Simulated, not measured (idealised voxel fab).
Process module, titled voxel self aligned vias
Square cell edge 5 nm, section width 290 nm, ID cut.
The cross-sections in this document take the form of a grid made of square cells. They are written out as bands, in order from top to bottom. Each band consists of one or more rows of cells.
Band: top height; bottom height; in nm. Then, left to right: material with width in nm, for each material. "all across": a single material spanning edge to edge. "air": empty space.
Where do heights start? At 0: under that level the wafer as delivered is made of one material only. And the lowest band has no floor; it just carries on downward, as in "0..down".
The two numbers in a width such as "30->40" mark its ends across the band: the first belongs to the top row of cells, the second to the bottom row, and from each row to the next the width moves by the same amount.
"nothing different", as given for a step, is the statement that not any cell of the cross-section underwent a change during that step.
Closed internal voids: empty space of 8 cells or more with no open way to the top, each as width x height at its distance from the left edge, in nm
Anything after a step's settings on that line? It's the simulator's own note about the step.
The setting "overlay nm" may be written on the line of a step. When the step uses a mask, the value reports how far to the right of the planned place the mask lay, and a negative value reports that it lay to the left.
-- The planned process steps are enumerated hereunder
| 1 | RECEIVE, material Si |
| 2 | CONFORMAL_DEP, material SiO2, thk nm 15 |
| 3 | CONFORMAL_DEP, material SiCN, thk nm 5 |
| 4 | DIRECTIONAL_DEP, material SiO2, thk nm 20 |
| 5 | PATTERN, tone open, mask id LINES, material resist, width nm 30, pitch nm 70, thk nm 15, overlay nm 0 |
| 6 | DIRECTIONAL_ETCH, etch materials SiO2, depth nm 20 |
| 7 | STRIP, etch materials resist |
| 8 | CONFORMAL_DEP, material TiN, thk nm 5 |
| 9 | FILL_DEP, material W, thk nm 5 |
| 10 | CMP, height nm 40 |
| 11 | SELECTIVE_ETCH, etch materials W Ru TiN, depth nm 5 |
| 12 | FILL_DEP, material SiN, thk nm 5 |
| 13 | CMP, height nm 40 |
| 14 | DIRECTIONAL_DEP, material SiO2, thk nm 20 |
| 15 | MASKED_ETCH, tone open, mask id VIAS, width nm 30, pitch nm 70, etch materials SiO2, depth nm 20, overlay nm 0 |
| 16 | MASKED_ETCH, tone open, mask id VIAS, width nm 40, pitch nm 70, etch materials SiN, depth nm 5, overlay nm 0 |
| 17 | CONFORMAL_DEP, material TiN, thk nm 5 |
| 18 | FILL_DEP, material Cu, thk nm 5 |
| 19 | CMP, height nm 60 |
| 20 | CONFORMAL_DEP, material SiN, thk nm 5 |
Wafers differ in width nm at step 15; plan lists the first wafer's value; identical starting state.
-- Cross-section of the first of several wafers as received (after step 1)
0..down  Si all across
Closed internal voids: none
-- Module end state after final step 20: cross-section of the first of several wafers
65..60  SiN all across
60..40  SiO2 60 nm, then TiN 5 nm, then Cu 20 nm, then TiN 5 nm, then SiO2 40 nm, then TiN 5 nm, then Cu 20 nm, then TiN 5 nm, then SiO2 40 nm, then TiN 5 nm, then Cu 20 nm, then TiN 5 nm, then SiO2 60 nm
40..35  SiO2 60 nm, then TiN 30 nm, then SiO2 40 nm, then TiN 30 nm, then SiO2 40 nm, then TiN 30 nm, then SiO2 60 nm
35..25  SiO2 60 nm, then TiN 5 nm, then W 20 nm, then TiN 5 nm, then SiO2 40 nm, then TiN 5 nm, then W 20 nm, then TiN 5 nm, then SiO2 40 nm, then TiN 5 nm, then W 20 nm, then TiN 5 nm, then SiO2 60 nm
25..20  SiO2 60 nm, then TiN 30 nm, then SiO2 40 nm, then TiN 30 nm, then SiO2 40 nm, then TiN 30 nm, then SiO2 60 nm
20..15  SiCN all across
15..0  SiO2 all across
0..down  Si all across
Closed internal voids: none
-- Cross-section of the last wafer at end of module
65..60  SiN all across
60..45  SiO2 50 nm, then TiN 5 nm, then Cu 45 nm, then TiN 5 nm, then SiO2 15 nm, then TiN 5 nm, then Cu 45 nm, then TiN 5 nm, then SiO2 15 nm, then TiN 5 nm, then Cu 45 nm, then TiN 5 nm, then SiO2 45 nm
45..40  SiO2 50 nm, then TiN 15 nm, then Cu 20 nm, then TiN 20 nm, then SiO2 15 nm, then TiN 15 nm, then Cu 20 nm, then TiN 20 nm, then SiO2 15 nm, then TiN 15 nm, then Cu 20 nm, then TiN 20 nm, then SiO2 45 nm
40..35  SiO2 60 nm, then TiN 30 nm, then SiO2 40 nm, then TiN 30 nm, then SiO2 40 nm, then TiN 30 nm, then SiO2 60 nm
35..25  SiO2 60 nm, then TiN 5 nm, then W 20 nm, then TiN 5 nm, then SiO2 40 nm, then TiN 5 nm, then W 20 nm, then TiN 5 nm, then SiO2 40 nm, then TiN 5 nm, then W 20 nm, then TiN 5 nm, then SiO2 60 nm
25..20  SiO2 60 nm, then TiN 30 nm, then SiO2 40 nm, then TiN 30 nm, then SiO2 40 nm, then TiN 30 nm, then SiO2 60 nm
20..15  SiCN all across
15..0  SiO2 all across
0..down  Si all across
Closed internal voids: none
-- Below: a row per wafer. Contents at end of module: for every material, cells gained since receipt (+) or lost since receipt (-); then closed voids
width nm 30 | +48 Cu | +58 SiCN | +58 SiN | +494 SiO2 | +72 TiN | +24 W | Closed internal voids: none
width nm 35 | +57 Cu | +58 SiCN | +58 SiN | +482 SiO2 | +75 TiN | +24 W | Closed internal voids: none
width nm 40 | +66 Cu | +58 SiCN | +58 SiN | +470 SiO2 | +78 TiN | +24 W | Closed internal voids: none
width nm 45 | +75 Cu | +58 SiCN | +58 SiN | +458 SiO2 | +81 TiN | +24 W | Closed internal voids: none
width nm 50 | +84 Cu | +58 SiCN | +58 SiN | +446 SiO2 | +84 TiN | +24 W | Closed internal voids: none
width nm 55 | +93 Cu | +58 SiCN | +58 SiN | +434 SiO2 | +87 TiN | +24 W | Closed internal voids: none
